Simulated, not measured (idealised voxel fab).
Documented hereafter: the process module known as voxel quadruple lines.
The figure presents cross-section cut, which has a width of 230 nm and is divided into square cells with an edge length of 5 nm.
Just so we're on the same page, the cross-sections are grids of square cells, and they're listed out in bands top to bottom, each band one or more rows deep.
Quick guide to a band line: top height, bottom height (nm) up front; then every material left to right with its width in nm. Only one material and it's marked "all across"? Then it fills the band edge to edge. And "air" just means empty space.
Counting heights begins at 0, where everything beneath is, in the wafer as received, one material. The lowest band has no bottom; it goes on downwards, as "0 and below" shows.
Per-row width for "30->40": begins at first number (top row of band), ends at second number (bottom row), increment between rows held constant.
"no alteration", as given for a step, is the statement that not any cell of the cross-section underwent a change during that step.
Closed empty spaces (no open way to the top) of 8 cells or more are what "Closed void listing" lists, each as width x height at distance from the left edge, nm for all three.
If you see something after the settings on a step's line, that's the simulator's own remark about that step.
"overlay nm" answers the question of how far to the right of plan the mask lay on a step that has a mask, and when it is negative the answer is to the left.
[Process steps - plan]
1,RECEIVE (material Si)
2,CONFORMAL_DEP (material SiO2; thk nm 10)
3,DIRECTIONAL_DEP (material Ru; thk nm 10)
4,DIRECTIONAL_DEP (material polySi; thk nm 20)
5,DIRECTIONAL_DEP (material aC; thk nm 20)
6,PATTERN (tone cover; mask id MANDREL; material resist; width nm 35; pitch nm 100; thk nm 30; overlay nm 0)
7,DIRECTIONAL_ETCH (etch materials aC; depth nm 20)
8,STRIP (etch materials resist)
9,CONFORMAL_DEP (material SiO2; thk nm 15)
10,DIRECTIONAL_ETCH (etch materials SiO2; depth nm 15)
11,STRIP (etch materials aC)
12,DIRECTIONAL_ETCH (etch materials polySi; depth nm 20)
13,STRIP (etch materials SiO2)
14,CONFORMAL_DEP (material SiN; thk nm 10)
15,DIRECTIONAL_ETCH (etch materials SiN; depth nm 10)
16,STRIP (etch materials polySi)
17,DIRECTIONAL_ETCH (etch materials Ru; depth nm 10)
18,STRIP (etch materials SiN)
[What follows covers the first of two wafers; it ran as planned]
[Delivered wafer in cross-section: state after step 1]
    0 and below | Si all across
    Closed void listing: none
[Take a look at the wafer's cross-section after step 2]
    10 down to 0 | SiO2 all across
    Anything lower than 0 is untouched.
[Take a look at the wafer's cross-section after step 3]
    20 down to 10 | Ru all across
    Anything lower than 10 is untouched.
[Take a look at the wafer's cross-section after step 4]
    40 down to 20 | polySi all across
    Anything lower than 20 is untouched.
[Take a look at the wafer's cross-section after step 5]
    60 down to 40 | aC all across
    Anything lower than 40 is untouched.
[Take a look at the wafer's cross-section after step 6]
    90 down to 60 | air (45) | resist (35) | air (65) | resist (35) | air (50)
    Anything lower than 60 is untouched.
[Take a look at the wafer's cross-section after step 7]
    70 down to 60 | air (45) | resist (35) | air (65) | resist (35) | air (50)
    60 down to 40 | air (45) | aC (35) | air (65) | aC (35) | air (50)
    Anything lower than 40 is untouched.
[Take a look at the wafer's cross-section after step 8]
    60 down to 40 | air (45) | aC (35) | air (65) | aC (35) | air (50)
    Anything lower than 40 is untouched.
[Take a look at the wafer's cross-section after step 9]
    75 down to 60 | air (30) | SiO2 (65) | air (35) | SiO2 (65) | air (35)
    60 down to 55 | air (30) | SiO2 (15) | aC (35) | SiO2 (15) | air (35) | SiO2 (15) | aC (35) | SiO2 (15) | air (35)
    55 down to 40 | SiO2 (45) | aC (35) | SiO2 (65) | aC (35) | SiO2 (50)
    Anything lower than 40 is untouched.
[Take a look at the wafer's cross-section after step 10]
    60 down to 40 | air (30) | SiO2 (15) | aC (35) | SiO2 (15) | air (35) | SiO2 (15) | aC (35) | SiO2 (15) | air (35)
    Anything lower than 40 is untouched.
[Take a look at the wafer's cross-section after step 11]
    60 down to 40 | air (30) | SiO2 (15) | air (35) | SiO2 (15) | air (35) | SiO2 (15) | air (35) | SiO2 (15) | air (35)
    Anything lower than 40 is untouched.
[Take a look at the wafer's cross-section after step 12]
    60 down to 40 | air (30) | SiO2 (15) | air (35) | SiO2 (15) | air (35) | SiO2 (15) | air (35) | SiO2 (15) | air (35)
    40 down to 20 | air (30) | polySi (15) | air (35) | polySi (15) | air (35) | polySi (15) | air (35) | polySi (15) | air (35)
    Anything lower than 20 is untouched.
[Take a look at the wafer's cross-section after step 13]
    40 down to 20 | air (30) | polySi (15) | air (35) | polySi (15) | air (35) | polySi (15) | air (35) | polySi (15) | air (35)
    Anything lower than 20 is untouched.
[Take a look at the wafer's cross-section after step 14]
    50 down to 40 | air (20) | SiN (35) | air (15) | SiN (35) | air (15) | SiN (35) | air (15) | SiN (35) | air (25)
    40 down to 30 | air (20) | SiN (10) | polySi (15) | SiN (10) | air (15) | SiN (10) | polySi (15) | SiN (10) | air (15) | SiN (10) | polySi (15) | SiN (10) | air (15) | SiN (10) | polySi (15) | SiN (10) | air (25)
    30 down to 20 | SiN (30) | polySi (15) | SiN (35) | polySi (15) | SiN (35) | polySi (15) | SiN (35) | polySi (15) | SiN (35)
    Anything lower than 20 is untouched.
[Take a look at the wafer's cross-section after step 15]
    40 down to 20 | air (20) | SiN (10) | polySi (15) | SiN (10) | air (15) | SiN (10) | polySi (15) | SiN (10) | air (15) | SiN (10) | polySi (15) | SiN (10) | air (15) | SiN (10) | polySi (15) | SiN (10) | air (25)
    Anything lower than 20 is untouched.
[Take a look at the wafer's cross-section after step 16]
    40 down to 20 | air (20) | SiN (10) | air (15) | SiN (10) | air (15) | SiN (10) | air (15) | SiN (10) | air (15) | SiN (10) | air (15) | SiN (10) | air (15) | SiN (10) | air (15) | SiN (10) | air (25)
    Anything lower than 20 is untouched.
[Take a look at the wafer's cross-section after step 17]
    40 down to 20 | air (20) | SiN (10) | air (15) | SiN (10) | air (15) | SiN (10) | air (15) | SiN (10) | air (15) | SiN (10) | air (15) | SiN (10) | air (15) | SiN (10) | air (15) | SiN (10) | air (25)
    20 down to 10 | air (20) | Ru (10) | air (15) | Ru (10) | air (15) | Ru (10) | air (15) | Ru (10) | air (15) | Ru (10) | air (15) | Ru (10) | air (15) | Ru (10) | air (15) | Ru (10) | air (25)
    Anything lower than 10 is untouched.
[Take a look at the wafer's cross-section after step 18]
    20 down to 10 | air (20) | Ru (10) | air (15) | Ru (10) | air (15) | Ru (10) | air (15) | Ru (10) | air (15) | Ru (10) | air (15) | Ru (10) | air (15) | Ru (10) | air (15) | Ru (10) | air (25)
    Anything lower than 10 is untouched.
[Wafer two: like wafer one in start and plan, but with one mistake in execution; identical up to and including step 5]
[Second wafer: cross-section at the scheduled end of step 6]
    90 down to 60 | resist (45) | air (35) | resist (65) | air (35) | resist (50)
    Anything lower than 60 is untouched.
[Second wafer: cross-section at the scheduled end of step 7]
    70 down to 60 | resist (45) | air (35) | resist (65) | air (35) | resist (50)
    60 down to 40 | aC (45) | air (35) | aC (65) | air (35) | aC (50)
    Anything lower than 40 is untouched.
[Second wafer: cross-section at the scheduled end of step 8]
    60 down to 40 | aC (45) | air (35) | aC (65) | air (35) | aC (50)
    Anything lower than 40 is untouched.
[Second wafer: cross-section at the scheduled end of step 9]
    75 down to 60 | SiO2 (60) | air (5) | SiO2 (95) | air (5) | SiO2 (65)
    60 down to 55 | aC (45) | SiO2 (15) | air (5) | SiO2 (15) | aC (65) | SiO2 (15) | air (5) | SiO2 (15) | aC (50)
    55 down to 40 | aC (45) | SiO2 (35) | aC (65) | SiO2 (35) | aC (50)
    Anything lower than 40 is untouched.
[Second wafer: cross-section at the scheduled end of step 10]
    60 down to 40 | aC (45) | SiO2 (15) | air (5) | SiO2 (15) | aC (65) | SiO2 (15) | air (5) | SiO2 (15) | aC (50)
    Anything lower than 40 is untouched.
[Second wafer: cross-section at the scheduled end of step 11]
    60 down to 40 | air (45) | SiO2 (15) | air (5) | SiO2 (15) | air (65) | SiO2 (15) | air (5) | SiO2 (15) | air (50)
    Anything lower than 40 is untouched.
[Second wafer: cross-section at the scheduled end of step 12]
    60 down to 40 | air (45) | SiO2 (15) | air (5) | SiO2 (15) | air (65) | SiO2 (15) | air (5) | SiO2 (15) | air (50)
    40 down to 20 | air (45) | polySi (15) | air (5) | polySi (15) | air (65) | polySi (15) | air (5) | polySi (15) | air (50)
    Anything lower than 20 is untouched.
[Second wafer: cross-section at the scheduled end of step 13]
    40 down to 20 | air (45) | polySi (15) | air (5) | polySi (15) | air (65) | polySi (15) | air (5) | polySi (15) | air (50)
    Anything lower than 20 is untouched.
[Second wafer: cross-section at the scheduled end of step 14]
    50 down to 40 | air (35) | SiN (55) | air (45) | SiN (55) | air (40)
    40 down to 30 | air (35) | SiN (10) | polySi (15) | SiN (5) | polySi (15) | SiN (10) | air (45) | SiN (10) | polySi (15) | SiN (5) | polySi (15) | SiN (10) | air (40)
    30 down to 20 | SiN (45) | polySi (15) | SiN (5) | polySi (15) | SiN (65) | polySi (15) | SiN (5) | polySi (15) | SiN (50)
    Anything lower than 20 is untouched.
[Second wafer: cross-section at the scheduled end of step 15]
    40 down to 20 | air (35) | SiN (10) | polySi (15) | SiN (5) | polySi (15) | SiN (10) | air (45) | SiN (10) | polySi (15) | SiN (5) | polySi (15) | SiN (10) | air (40)
    Anything lower than 20 is untouched.
[Second wafer: cross-section at the scheduled end of step 16]
    40 down to 20 | air (35) | SiN (10) | air (15) | SiN (5) | air (15) | SiN (10) | air (45) | SiN (10) | air (15) | SiN (5) | air (15) | SiN (10) | air (40)
    Anything lower than 20 is untouched.
[Second wafer: cross-section at the scheduled end of step 17]
    40 down to 20 | air (35) | SiN (10) | air (15) | SiN (5) | air (15) | SiN (10) | air (45) | SiN (10) | air (15) | SiN (5) | air (15) | SiN (10) | air (40)
    20 down to 10 | air (35) | Ru (10) | air (15) | Ru (5) | air (15) | Ru (10) | air (45) | Ru (10) | air (15) | Ru (5) | air (15) | Ru (10) | air (40)
    Anything lower than 10 is untouched.
[Second wafer: cross-section at the scheduled end of step 18]
    20 down to 10 | air (35) | Ru (10) | air (15) | Ru (5) | air (15) | Ru (10) | air (45) | Ru (10) | air (15) | Ru (5) | air (15) | Ru (10) | air (40)
    Anything lower than 10 is untouched.
In executing the process, a mistake was made relative to the plan: step 6 ran as: PATTERN (tone open; mask id MANDREL; material resist; width nm 35; pitch nm 100; thk nm 30; overlay nm 0)
Wrapping up, a cell-based count of both wafers puts the second over or under the first for these materials: Ru -12
